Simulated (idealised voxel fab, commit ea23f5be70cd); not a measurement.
process module | voxel released beams
cross-section cut | 300 nm wide | cells 5 nm
A cross-section is a grid of square cells, given in bands from the top down. A band is one or more rows of cells.
Each band's line starts with the height of the band's top and of its bottom, in nm. Then come its materials from left to right, each with its width in nm. One material with "throughout" fills the band from edge to edge. "air" is empty space.
Height 0 is the level under which the wafer as received is all one material. The lowest band goes on downwards, as in "0 down".
A width such as "30 to 40" changes by the same amount from each row of cells to the next, from the band's top row to its bottom row.
"no change" after a step means that no cell of the cross-section changed.
closed voids: empty space of 8 cells or more with no open way to the top, each as width x height at its distance from the left edge, in nm
after a step's settings: what the simulator itself notes on the step
overlay nm, on a step with a mask: how far to the right of its planned place the mask lay; to the left if negative
plan
1 op RECEIVE | material Si
2 op CONFORMAL_DEP | material SiN | thk nm 5
3 op DIRECTIONAL_DEP | material SiO2 | thk nm 10
4 op DIRECTIONAL_DEP | material aC | thk nm 10
5 op PATTERN | tone open | mask id ANCHOR | material resist | width nm 40 | thk nm 25 | overlay nm 0
6 op DIRECTIONAL_ETCH | etch materials aC | depth nm 10
7 op STRIP | etch materials resist
8 op DIRECTIONAL_ETCH | etch materials SiO2 | depth nm 10
9 op STRIP | etch materials aC
10 op CONFORMAL_DEP | material W | thk nm 15
11 op DIRECTIONAL_DEP | material aC | thk nm 15
12 op PATTERN | tone cover | mask id BEAM | material resist | width nm 90 | thk nm 30 | overlay nm 0
13 op DIRECTIONAL_ETCH | etch materials aC | depth nm 15
14 op STRIP | etch materials resist
15 op DIRECTIONAL_ETCH | etch materials W | depth nm 15
16 op STRIP | etch materials aC
17 op STRIP | etch materials SiO2
first wafer, as planned
as received, after step 1
  0 down: Si throughout
  closed voids: none
after step 2
  5 to 0: SiN throughout
  below 0: unchanged
after step 3
  15 to 5: SiO2 throughout
  below 5: unchanged
after step 4
  25 to 15: aC throughout
  below 15: unchanged
after step 5
  50 to 25: resist 105 | air 40 | resist 155
  below 25: unchanged
after step 6
  40 to 25: resist 105 | air 40 | resist 155
  25 to 15: aC 105 | air 40 | aC 155
  below 15: unchanged
after step 7
  25 to 15: aC 105 | air 40 | aC 155
  below 15: unchanged
after step 8
  25 to 15: aC 105 | air 40 | aC 155
  15 to 5: SiO2 105 | air 40 | SiO2 155
  below 5: unchanged
after step 9
  15 to 5: SiO2 105 | air 40 | SiO2 155
  below 5: unchanged
after step 10
  30 to 20: W 120 | air 10 | W 170
  20 to 15: W throughout
  15 to 5: SiO2 105 | W 40 | SiO2 155
  below 5: unchanged
after step 11
  45 to 35: aC 120 | air 10 | aC 170
  35 to 30: aC throughout
  30 to 20: W 120 | aC 10 | W 170
  below 20: unchanged
after step 12
  75 to 45: air 100 | resist 90 | air 110
  45 to 35: aC 120 | resist 10 | aC 170
  below 35: unchanged
after step 13
  60 to 45: air 100 | resist 90 | air 110
  45 to 35: air 100 | aC 20 | resist 10 | aC 60 | air 110
  35 to 30: air 100 | aC 90 | air 110
  below 30: unchanged
after step 14
  45 to 35: air 100 | aC 20 | air 10 | aC 60 | air 110
  below 35: unchanged
after step 15
  45 to 35: air 100 | aC 20 | air 10 | aC 60 | air 110
  35 to 30: air 100 | aC 90 | air 110
  30 to 20: air 100 | W 20 | aC 10 | W 60 | air 110
  20 to 15: air 100 | W 90 | air 110
  below 15: unchanged
after step 16
  30 to 20: air 100 | W 20 | air 10 | W 60 | air 110
  below 20: unchanged
after step 17
  30 to 20: air 100 | W 20 | air 10 | W 60 | air 110
  20 to 15: air 100 | W 90 | air 110
  15 to 5: air 105 | W 40 | air 155
  below 5: unchanged
second wafer: like start, like plan, one mistake. Through step 4 it matches the first wafer
when step 5 should have ended
  50 to 25: air 105 | resist 40 | air 155
  below 25: unchanged
when step 6 should have ended
  40 to 25: air 105 | resist 40 | air 155
  25 to 15: air 105 | aC 40 | air 155
  below 15: unchanged
when step 7 should have ended
  25 to 15: air 105 | aC 40 | air 155
  below 15: unchanged
when step 8 should have ended
  25 to 15: air 105 | aC 40 | air 155
  15 to 5: air 105 | SiO2 40 | air 155
  below 5: unchanged
when step 9 should have ended
  15 to 5: air 105 | SiO2 40 | air 155
  below 5: unchanged
when step 10 should have ended
  30 to 20: air 90 | W 70 | air 140
  20 to 15: W throughout
  15 to 5: W 105 | SiO2 40 | W 155
  below 5: unchanged
when step 11 should have ended
  45 to 35: air 90 | aC 70 | air 140
  35 to 30: aC throughout
  30 to 20: aC 90 | W 70 | aC 140
  below 20: unchanged
when step 12 should have ended
  75 to 45: air 100 | resist 90 | air 110
  45 to 35: air 90 | aC 70 | resist 30 | air 110
  below 35: unchanged
when step 13 should have ended
  60 to 45: air 100 | resist 90 | air 110
  45 to 35: air 100 | aC 60 | resist 30 | air 110
  35 to 30: air 100 | aC 90 | air 110
  30 to 20: air 90 | W 70 | aC 30 | air 110
  below 20: unchanged
when step 14 should have ended
  45 to 35: air 100 | aC 60 | air 140
  below 35: unchanged
when step 15 should have ended
  45 to 35: air 100 | aC 60 | air 140
  35 to 30: air 100 | aC 90 | air 110
  30 to 20: air 100 | W 60 | aC 30 | air 110
  20 to 15: air 100 | W 90 | air 110
  15 to 5: air 90 | W 15 | SiO2 40 | W 45 | air 110
  below 5: unchanged
when step 16 should have ended
  30 to 20: air 100 | W 60 | air 140
  below 20: unchanged
when step 17 should have ended: no change
what went wrong: step 5 ran as: op PATTERN | tone cover | mask id ANCHOR | material resist | width nm 40 | thk nm 25 | overlay nm 0
at the end the second wafer has, in cells: 16 more of SiO2
